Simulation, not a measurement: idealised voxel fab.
A process module follows: voxel self aligned contacts.
cross-section cut | 210 nm wide | cells 5 nm
Reading order for cross-sections: top band down to bottom band. Underlying form: a grid of square cells. Band size: one or more rows of cells. For a band, the entry starts with two heights in nm, that of the top and then that of the bottom, and carries on with the band's materials in order from left to right, each alongside its width in nm; the word "all across" beside a single material means it fills the band edge to edge, and "blank" means empty space. Zero point of the height axis is 0; under it, received wafer = one material. Lowest band: continues down indefinitely, "from 0 down". Note: "30..40" means the width goes from the first number (top row of the band) to the second number (bottom row) in equal steps per row of cells. When a step is marked "nothing got changed", none of the cells in the cross-section changed during that step. You'll see "Fully sealed voids" listing empty spaces that have no way open to the top, as long as they're 8 cells or more; the notation is width x height at distance, where the distance is from the left edge, and all of it is in nm. Formally, on a step line, whatever follows the settings is a remark that the simulator itself makes on the step. If you see "overlay nm" on a step's line and that step has a mask, it's telling you how far right of where it was planned the mask ended up; a negative number means it went left instead.

-- So here's the lineup of process steps we planned
| 1 | RECEIVE: material Si |
| 2 | CONFORMAL_DEP: material SiO2, thk nm 5 |
| 3 | DIRECTIONAL_DEP: material polySi, thk nm 30 |
| 4 | DIRECTIONAL_DEP: material SiN, thk nm 15 |
| 5 | MASKED_ETCH: tone cover, mask id GATE, width nm 30, pitch nm 55, etch materials SiN, depth nm 15, overlay nm 0 |
| 6 | MASKED_ETCH: tone cover, mask id GATE, width nm 30, pitch nm 55, etch materials polySi, depth nm 30, overlay nm 0 |
| 7 | CONFORMAL_DEP: material SiN, thk nm 5 |
| 8 | DIRECTIONAL_ETCH: etch materials SiN, depth nm 5 |
| 9 | FILL_DEP: material SiO2, thk nm 20 |
| 10 | CMP: height nm 60 |
| 11 | MASKED_ETCH: tone open, mask id CONTACT, width nm 35, etch materials SiO2, depth nm 60, overlay nm 0 |
| 12 | CONFORMAL_DEP: material TiN, thk nm 5 |
| 13 | FILL_DEP: material Ru, thk nm 5 |
| 14 | CMP: height nm 60 |
| 15 | CONFORMAL_DEP: material SiCN, thk nm 5 |

-- Cross-section of the wafer as it came to us, i.e., already through step 1
    from 0 down | Si all across
    Fully sealed voids: none

-- Post-module cross-section of the first of two wafers (run per plan)
    from 65 to 60 | SiCN all across
    from 60 to 50 | 85 SiO2, then 5..15 TiN, then 25..5 Ru, then 5..15 TiN, then 90 SiO2
    from 50 to 35 | 55 SiO2, then 40 SiN, then 5 TiN, then 5 Ru, then 5 TiN, then 40 SiN, then 60 SiO2
    from 35 to 5 | 55 SiO2, then 5 SiN, then 30 polySi, then 5 SiN, then 5 TiN, then 5 Ru, then 5 TiN, then 5 SiN, then 30 polySi, then 5 SiN, then 60 SiO2
    from 5 to 0 | 95 SiO2, then 15 TiN, then 100 SiO2
    from 0 down | Si all across
    Fully sealed voids: none

-- Cross-sectional image of the second wafer of the two following completion of the module. Starting state and process plan were the same as for the first wafer; one execution error occurred
    from 65 to 60 | SiCN all across
    from 60 to 40 | 55 SiO2, then 5 SiN, then 30 polySi, then 5 SiN, then 5 TiN, then 5 Ru, then 5 TiN, then 5 SiN, then 30 polySi, then 5 SiN, then 60 SiO2
    from 40 to 35 | 55 SiO2, then 5 SiN, then 30 polySi, then 5 SiN, then 15 TiN, then 5 SiN, then 30 polySi, then 5 SiN, then 60 SiO2
    from 35 to 5 | polySi all across
    from 5 to 0 | SiO2 all across
    from 0 down | Si all across
    Fully sealed voids: none
what went wrong: step 3 of the plan was performed twice
Upon completion, the second wafer contains, in terms of cells, a greater or smaller amount of certain materials than the first wafer: Ru: 11 fewer | SiN: 52 fewer | SiO2: 159 fewer | TiN: 18 fewer | polySi: 240 more
